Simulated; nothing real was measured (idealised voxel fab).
Module name: voxel self aligned contacts (process module)
It is cross-section cut that appears here, measuring 255 nm in width, its square cells being 5 nm in size.
The cross-sections in this document take the form of a grid made of square cells. They are written out as bands, in order from top to bottom. Each band consists of one or more rows of cells. Top, bottom (nm), then materials left to right with widths (nm); lone material tagged "full width" fills the whole band edge to edge; "empty" = empty space. Below 0: as-received wafer, all one material; heights counted from there. Lowest band: no bottom, goes on down, written "0 and below". The expression "30..40" gives the width at the extremes of the band, the first number at its top row of cells and the second at its bottom row, with the width changing by equal amounts from each row to the next in between. "remained the same" means the step left every cell of the cross-section as it was. "Voids, fully enclosed": empty spaces of 8 cells or more with no open way to the top, each given as width x height at distance, distance from the left edge, all in nm. Anything after a step's settings on that line? It's the simulator's own note about the step. The optional step-line setting "overlay nm" applies to steps with a mask and quantifies how far to the right of its planned location the mask lay, a negative value indicating leftward placement. Structure of the following material. The material consists of pairs of cross-sections. Each pair comprises the cross-section before one process step and the cross-section after that step, the latter shown only down to the lowest band that changed. The step between the cross-sections is specified beneath each pair, including its settings. Pairs are not necessarily consecutive: they may derive from different runs of this module performed on the same starting wafer. Continuity with the pair above is to be assumed only where the entry headed "Pre-process cross-section" of the pair in question states it.

Pre-process cross-section
> 95 down to 65: empty 80 | resist 20 | empty 55 | resist 20 | empty 80
> 65 down to 55: aC full width
> 55 down to 30: SiN full width
> 30 down to 0: polySi full width
> 0 down to -5: SiO2 full width
> -5 and below: Si full width
> Voids, fully enclosed: none

Post-Process Section
> 85 down to 65: empty 80 | resist 20 | empty 55 | resist 20 | empty 80
> 65 down to 55: empty 80 | aC 20 | empty 55 | aC 20 | empty 80
> At heights below 55, the structure remains unaltered.
> Voids, fully enclosed: none
Process step (between the before and after cross-sections above): DIRECTIONAL_ETCH: etch materials aC, depth nm 10

Pre-process cross-section: check the pair just above; its after cross-section is our before state.

Post-Process Section
> 65 down to 55: empty 80 | aC 20 | empty 55 | aC 20 | empty 80
> At heights below 55, the structure remains unaltered.
> Voids, fully enclosed: none
Process step (between the before and after cross-sections above): STRIP: etch materials resist

Pre-process cross-section: check the pair just above; its after cross-section is our before state.

Post-Process Section
> 65 down to 55: empty 80 | aC 20 | empty 55 | aC 20 | empty 80
> 55 down to 30: empty 80 | SiN 20 | empty 55 | SiN 20 | empty 80
> At heights below 30, the structure remains unaltered.
> Voids, fully enclosed: none
Process step (between the before and after cross-sections above): DIRECTIONAL_ETCH: etch materials SiN, depth nm 25

Pre-process cross-section: check the pair just above; its after cross-section is our before state.

Post-Process Section
> 65 down to 55: empty 80 | aC 20 | empty 55 | aC 20 | empty 80
> 55 down to 30: empty 80 | SiN 20 | empty 55 | SiN 20 | empty 80
> 30 down to 0: empty 80 | polySi 20 | empty 55 | polySi 20 | empty 80
> At heights below 0, the structure remains unaltered.
> Voids, fully enclosed: none
Process step (between the before and after cross-sections above): DIRECTIONAL_ETCH: etch materials polySi, depth nm 30

Pre-process cross-section: check the pair just above; its after cross-section is our before state.

Post-Process Section
> 55 down to 30: empty 80 | SiN 20 | empty 55 | SiN 20 | empty 80
> At heights below 30, the structure remains unaltered.
> Voids, fully enclosed: none
Process step (between the before and after cross-sections above): STRIP: etch materials aC

Pre-process cross-section: check the pair just above; its after cross-section is our before state.

Post-Process Section
> 65 down to 30: empty 70 | SiN 40 | empty 35 | SiN 40 | empty 70
> 30 down to 10: empty 70 | SiN 10 | polySi 20 | SiN 10 | empty 35 | SiN 10 | polySi 20 | SiN 10 | empty 70
> 10 down to 0: SiN 80 | polySi 20 | SiN 55 | polySi 20 | SiN 80
> At heights below 0, the structure remains unaltered.
> Voids, fully enclosed: none
Process step (between the before and after cross-sections above): CONFORMAL_DEP: material SiN, thk nm 10

Pre-process cross-section: check the pair just above; its after cross-section is our before state.

Post-Process Section
> 55 down to 30: empty 70 | SiN 40 | empty 35 | SiN 40 | empty 70
> 30 down to 0: empty 70 | SiN 10 | polySi 20 | SiN 10 | empty 35 | SiN 10 | polySi 20 | SiN 10 | empty 70
> At heights below 0, the structure remains unaltered.
> Voids, fully enclosed: none
Process step (between the before and after cross-sections above): DIRECTIONAL_ETCH: etch materials SiN, depth nm 10

Pre-process cross-section: check the pair just above; its after cross-section is our before state.

Post-Process Section
> 70 down to 55: SiO2 full width
> 55 down to 30: SiO2 70 | SiN 40 | SiO2 35 | SiN 40 | SiO2 70
> 30 down to 0: SiO2 70 | SiN 10 | polySi 20 | SiN 10 | SiO2 35 | SiN 10 | polySi 20 | SiN 10 | SiO2 70
> At heights below 0, the structure remains unaltered.
> Voids, fully enclosed: none
Process step (between the before and after cross-sections above): FILL_DEP: material SiO2, thk nm 15

Pre-process cross-section: check the pair just above; its after cross-section is our before state.

Post-Process Section
> 60 down to 55: SiO2 full width
> At heights below 55, the structure remains unaltered.
> Voids, fully enclosed: none
Process step (between the before and after cross-sections above): CMP: height nm 60

Pre-process cross-section: check the pair just above; its after cross-section is our before state.

Post-Process Section
> 60 down to 55: SiO2 100 | empty 55 | SiO2 100
> 55 down to 30: SiO2 70 | SiN 40 | empty 35 | SiN 40 | SiO2 70
> 30 down to 0: SiO2 70 | SiN 10 | polySi 20 | SiN 10 | empty 35 | SiN 10 | polySi 20 | SiN 10 | SiO2 70
> 0 down to -5: SiO2 110 | empty 35 | SiO2 110
> At heights below -5, the structure remains unaltered.
> Voids, fully enclosed: none
Process step (between the before and after cross-sections above): MASKED_ETCH: tone open, mask id CONTACT, width nm 55, etch materials SiO2, depth nm 65, overlay nm 0

Pre-process cross-section: check the pair just above; its after cross-section is our before state.

Post-Process Section
> 65 down to 60: TiN 105 | empty 45 | TiN 105
> 60 down to 55: SiO2 100 | TiN 15 | empty 25 | TiN 15 | SiO2 100
> 55 down to 30: SiO2 70 | SiN 40 | TiN 5 | empty 25 | TiN 5 | SiN 40 | SiO2 70
> 30 down to 0: SiO2 70 | SiN 10 | polySi 20 | SiN 10 | TiN 5 | empty 25 | TiN 5 | SiN 10 | polySi 20 | SiN 10 | SiO2 70
> 0 down to -5: SiO2 110 | TiN 35 | SiO2 110
> At heights below -5, the structure remains unaltered.
> Voids, fully enclosed: none
Process step (between the before and after cross-sections above): CONFORMAL_DEP: material TiN, thk nm 5

Pre-process cross-section: check the pair just above; its after cross-section is our before state.

Post-Process Section
> 70 down to 65: W full width
> 65 down to 60: TiN 105 | W 45 | TiN 105
> 60 down to 55: SiO2 100 | TiN 15 | W 25 | TiN 15 | SiO2 100
> 55 down to 30: SiO2 70 | SiN 40 | TiN 5 | W 25 | TiN 5 | SiN 40 | SiO2 70
> 30 down to 0: SiO2 70 | SiN 10 | polySi 20 | SiN 10 | TiN 5 | W 25 | TiN 5 | SiN 10 | polySi 20 | SiN 10 | SiO2 70
> At heights below 0, the structure remains unaltered.
> Voids, fully enclosed: none
Process step (between the before and after cross-sections above): FILL_DEP: material W, thk nm 5

Pre-process cross-section: check the pair just above; its after cross-section is our before state.

Post-Process Section
> 60 down to 55: SiO2 100 | TiN 15 | W 25 | TiN 15 | SiO2 100
> At heights below 55, the structure remains unaltered.
> Voids, fully enclosed: none
Process step (between the before and after cross-sections above): CMP: height nm 60

Pre-process cross-section: check the pair just above; its after cross-section is our before state.

Post-Process Section
> 65 down to 60: SiCN full width
> At heights below 60, the structure remains unaltered.
> Voids, fully enclosed: none
Process step (between the before and after cross-sections above): CONFORMAL_DEP: material SiCN, thk nm 5

Pre-process cross-section
> 60 down to 55: SiO2 full width
> 55 down to 30: SiO2 65 | SiN 50 | SiO2 25 | SiN 50 | SiO2 65
> 30 down to 0: SiO2 65 | SiN 10 | polySi 30 | SiN 10 | SiO2 25 | SiN 10 | polySi 30 | SiN 10 | SiO2 65
> 0 down to -5: SiO2 full width
> -5 and below: Si full width
> Voids, fully enclosed: none

Post-Process Section
> 60 down to 55: SiO2 110 | empty 55 | SiO2 90
> 55 down to 30: SiO2 65 | SiN 50 | empty 25 | SiN 50 | SiO2 65
> 30 down to 0: SiO2 65 | SiN 10 | polySi 30 | SiN 10 | empty 25 | SiN 10 | polySi 30 | SiN 10 | SiO2 65
> 0 down to -5: SiO2 115 | empty 25 | SiO2 115
> At heights below -5, the structure remains unaltered.
> Voids, fully enclosed: none
Process step (between the before and after cross-sections above): MASKED_ETCH: tone open, mask id CONTACT, width nm 55, etch materials SiO2, depth nm 65, overlay nm 10

Pre-process cross-section: check the pair just above; its after cross-section is our before state.

Post-Process Section
> 65 down to 60: TiN 115 | empty 45 | TiN 95
> 60 down to 55: SiO2 110 | TiN 10 | empty 15 | TiN 30 | SiO2 90
> 55 down to 30: SiO2 65 | SiN 50 | TiN 5 | empty 15 | TiN 5 | SiN 50 | SiO2 65
> 30 down to 0: SiO2 65 | SiN 10 | polySi 30 | SiN 10 | TiN 5 | empty 15 | TiN 5 | SiN 10 | polySi 30 | SiN 10 | SiO2 65
> 0 down to -5: SiO2 115 | TiN 25 | SiO2 115
> At heights below -5, the structure remains unaltered.
> Voids, fully enclosed: none
Process step (between the before and after cross-sections above): CONFORMAL_DEP: material TiN, thk nm 5

Pre-process cross-section: check the pair just above; its after cross-section is our before state.

Post-Process Section
> 70 down to 65: W full width
> 65 down to 60: TiN 115 | W 45 | TiN 95
> 60 down to 55: SiO2 110 | TiN 10 | W 15 | TiN 30 | SiO2 90
> 55 down to 30: SiO2 65 | SiN 50 | TiN 5 | W 15 | TiN 5 | SiN 50 | SiO2 65
> 30 down to 0: SiO2 65 | SiN 10 | polySi 30 | SiN 10 | TiN 5 | W 15 | TiN 5 | SiN 10 | polySi 30 | SiN 10 | SiO2 65
> At heights below 0, the structure remains unaltered.
> Voids, fully enclosed: none
Process step (between the before and after cross-sections above): FILL_DEP: material W, thk nm 5

Pre-process cross-section: check the pair just above; its after cross-section is our before state.

Post-Process Section
> 60 down to 55: SiO2 110 | TiN 10 | W 15 | TiN 30 | SiO2 90
> At heights below 55, the structure remains unaltered.
> Voids, fully enclosed: none
Process step (between the before and after cross-sections above): CMP: height nm 60

Pre-process cross-section: check the pair just above; its after cross-section is our before state.

Post-Process Section
> 65 down to 60: SiCN full width
> At heights below 60, the structure remains unaltered.
> Voids, fully enclosed: none
Process step (between the before and after cross-sections above): CONFORMAL_DEP: material SiCN, thk nm 5

Pre-process cross-section
> 60 down to 55: SiO2 100 | TiN 20 | W 15 | TiN 20 | SiO2 100
> 55 down to 30: SiO2 65 | SiN 50 | TiN 5 | W 15 | TiN 5 | SiN 50 | SiO2 65
> 30 down to 0: SiO2 65 | SiN 10 | polySi 30 | SiN 10 | TiN 5 | W 15 | TiN 5 | SiN 10 | polySi 30 | SiN 10 | SiO2 65
> 0 down to -5: SiO2 115 | TiN 25 | SiO2 115
> -5 and below: Si full width
> Voids, fully enclosed: none

Post-Process Section
> 65 down to 60: SiN full width
> At heights below 60, the structure remains unaltered.
> Voids, fully enclosed: none
Process step (between the before and after cross-sections above): CONFORMAL_DEP: material SiN, thk nm 5

Pre-process cross-section
> 60 down to 55: SiO2 full width
> 55 down to 30: SiO2 65 | SiN 50 | SiO2 25 | SiN 50 | SiO2 65
> 30 down to 0: SiO2 65 | SiN 10 | polySi 30 | SiN 10 | SiO2 25 | SiN 10 | polySi 30 | SiN 10 | SiO2 65
> 0 down to -5: SiO2 full width
> -5 and below: Si full width
> Voids, fully enclosed: none

Post-Process Section
> 60 down to 55: empty 100 | SiO2 55 | empty 100
> 55 down to 30: empty 65 | SiN 50 | SiO2 25 | SiN 50 | empty 65
> 30 down to 0: empty 65 | SiN 10 | polySi 30 | SiN 10 | SiO2 25 | SiN 10 | polySi 30 | SiN 10 | empty 65
> 0 down to -5: empty 65 | SiO2 125 | empty 65
> At heights below -5, the structure remains unaltered.
> Voids, fully enclosed: none
Process step (between the before and after cross-sections above): MASKED_ETCH: tone cover, mask id CONTACT, width nm 55, etch materials SiO2, depth nm 65, overlay nm 0

Pre-process cross-section: check the pair just above; its after cross-section is our before state.

Post-Process Section
> 65 down to 60: empty 95 | TiN 65 | empty 95
> 60 down to 55: empty 60 | TiN 40 | SiO2 55 | TiN 40 | empty 60
> 55 down to 30: empty 60 | TiN 5 | SiN 50 | SiO2 25 | SiN 50 | TiN 5 | empty 60
> 30 down to 0: empty 60 | TiN 5 | SiN 10 | polySi 30 | SiN 10 | SiO2 25 | SiN 10 | polySi 30 | SiN 10 | TiN 5 | empty 60
> 0 down to -5: TiN 65 | SiO2 125 | TiN 65
> At heights below -5, the structure remains unaltered.
> Voids, fully enclosed: none
Process step (between the before and after cross-sections above): CONFORMAL_DEP: material TiN, thk nm 5

Pre-process cross-section: check the pair just above; its after cross-section is our before state.

Post-Process Section
> 70 down to 65: W full width
> 65 down to 60: W 95 | TiN 65 | W 95
> 60 down to 55: W 60 | TiN 40 | SiO2 55 | TiN 40 | W 60
> 55 down to 30: W 60 | TiN 5 | SiN 50 | SiO2 25 | SiN 50 | TiN 5 | W 60
> 30 down to 0: W 60 | TiN 5 | SiN 10 | polySi 30 | SiN 10 | SiO2 25 | SiN 10 | polySi 30 | SiN 10 | TiN 5 | W 60
> At heights below 0, the structure remains unaltered.
> Voids, fully enclosed: none
Process step (between the before and after cross-sections above): FILL_DEP: material W, thk nm 5

Pre-process cross-section: check the pair just above; its after cross-section is our before state.

Post-Process Section
> 60 down to 55: W 60 | TiN 40 | SiO2 55 | TiN 40 | W 60
> At heights below 55, the structure remains unaltered.
> Voids, fully enclosed: none
Process step (between the before and after cross-sections above): CMP: height nm 60

Pre-process cross-section: check the pair just above; its after cross-section is our before state.

Post-Process Section
> 65 down to 60: SiCN full width
> At heights below 60, the structure remains unaltered.
> Voids, fully enclosed: none
Process step (between the before and after cross-sections above): CONFORMAL_DEP: material SiCN, thk nm 5
